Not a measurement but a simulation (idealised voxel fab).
process module | voxel gate over fins
cross-section cut | 205 nm wide | cells 5 nm
A cross-section is a grid of square cells, given in bands from the top down. A band is one or more rows of cells.
Each band's line starts with the height of the band's top and of its bottom, in nm. Then come its materials from left to right, each with its width in nm. One material with "throughout" fills the band from edge to edge. "air" is empty space.
Height 0 is the level under which the wafer as received is all one material. The lowest band goes on downwards, as in "0 down".
A width such as "30 to 40" changes by the same amount from each row of cells to the next, from the band's top row to its bottom row.
"no change" after a step means that no cell of the cross-section changed.
closed voids: empty space of 8 cells or more with no open way to the top, each as width x height at its distance from the left edge, in nm
after a step's settings: what the simulator itself notes on the step
overlay nm, on a step with a mask: how far to the right of its planned place the mask lay; to the left if negative
plan
1 op RECEIVE | material Si
2 op CONFORMAL_DEP | material SiN | thk nm 10
3 op DIRECTIONAL_DEP | material aC | thk nm 10
4 op PATTERN | tone cover | mask id FINS | material resist | width nm 15 | pitch nm 40 | thk nm 30 | overlay nm 0
5 op DIRECTIONAL_ETCH | etch materials aC | depth nm 10
6 op STRIP | etch materials resist
7 op DIRECTIONAL_ETCH | etch materials SiN | depth nm 10
8 op DIRECTIONAL_ETCH | etch materials Si | depth nm 35
9 op STRIP | etch materials aC
10 op OXIDIZE | depth nm 5
11 op FILL_DEP | material SiO2 | thk nm 10
12 op CMP | height nm 10
13 op SELECTIVE_ETCH | etch materials SiO2 | depth nm 25
14 op STRIP | etch materials SiN
15 op CONFORMAL_DEP | material HfO2 | thk nm 5
16 op CONFORMAL_DEP | material TiN | thk nm 5
17 op CONFORMAL_DEP | material TiAl | thk nm 5
18 op CONFORMAL_DEP | material TiN | thk nm 5
19 op FILL_DEP | material W | thk nm 10
20 op CMP | height nm 25
21 op CONFORMAL_DEP | material SiCN | thk nm 10
as received, after step 1
  0 down: Si throughout
  closed voids: none
first wafer at the end, as planned
  35 to 25: SiCN throughout
  25 to 20: W throughout
  20 to 15: W 40 | TiN 125 | W 40
  15 to 10: W 40 | TiN 5 | TiAl 35 | TiN 5 | TiAl 35 | TiN 5 | TiAl 35 | TiN 5 | W 40
  10 to 5: W 40 | TiN 5 | TiAl 5 | TiN 25 | TiAl 5 | TiN 5 | TiAl 5 | TiN 25 | TiAl 5 | TiN 5 | TiAl 5 | TiN 25 | TiAl 5 | TiN 5 | W 40
  5 to 0: TiN 45 | TiAl 5 | TiN 5 | HfO2 15 | TiN 5 | TiAl 5 | TiN 5 | TiAl 5 | TiN 5 | HfO2 15 | TiN 5 | TiAl 5 | TiN 5 | TiAl 5 | TiN 5 | HfO2 15 | TiN 5 | TiAl 5 | TiN 45
  0 to -5: TiAl 50 | TiN 5 | HfO2 5 | Si 5 | HfO2 5 | TiN 5 | TiAl 15 | TiN 5 | HfO2 5 | Si 5 | HfO2 5 | TiN 5 | TiAl 15 | TiN 5 | HfO2 5 | Si 5 | HfO2 5 | TiN 5 | TiAl 50
  -5 to -10: TiN 55 | HfO2 5 | Si 5 | HfO2 5 | TiN 25 | HfO2 5 | Si 5 | HfO2 5 | TiN 25 | HfO2 5 | Si 5 | HfO2 5 | TiN 55
  -10 to -15: HfO2 60 | Si 5 | HfO2 35 | Si 5 | HfO2 35 | Si 5 | HfO2 60
  -15 to -40: SiO2 60 | Si 5 | SiO2 35 | Si 5 | SiO2 35 | Si 5 | SiO2 60
  -40 down: Si throughout
  closed voids: none
second wafer at the end: like start, like plan, one mistake
  35 to 25: SiCN throughout
  25 to 15: W throughout
  15 to 5: W 45 | TiN 35 | W 5 | TiN 35 | W 5 | TiN 35 | W 45
  5 to 0: W 45 | TiN 10 | HfO2 15 | TiN 10 | W 5 | TiN 10 | HfO2 15 | TiN 10 | W 5 | TiN 10 | HfO2 15 | TiN 10 | W 45
  0 to -10: TiN 55 | HfO2 5 | Si 5 | HfO2 5 | TiN 25 | HfO2 5 | Si 5 | HfO2 5 | TiN 25 | HfO2 5 | Si 5 | HfO2 5 | TiN 55
  -10 to -15: HfO2 60 | Si 5 | HfO2 35 | Si 5 | HfO2 35 | Si 5 | HfO2 60
  -15 to -40: SiO2 60 | Si 5 | SiO2 35 | Si 5 | SiO2 35 | Si 5 | SiO2 60
  -40 down: Si throughout
  closed voids: none
what went wrong: step 17 was left out
at the end the second wafer has, in cells: 59 fewer of TiAl | 6 more of TiN | 53 more of W
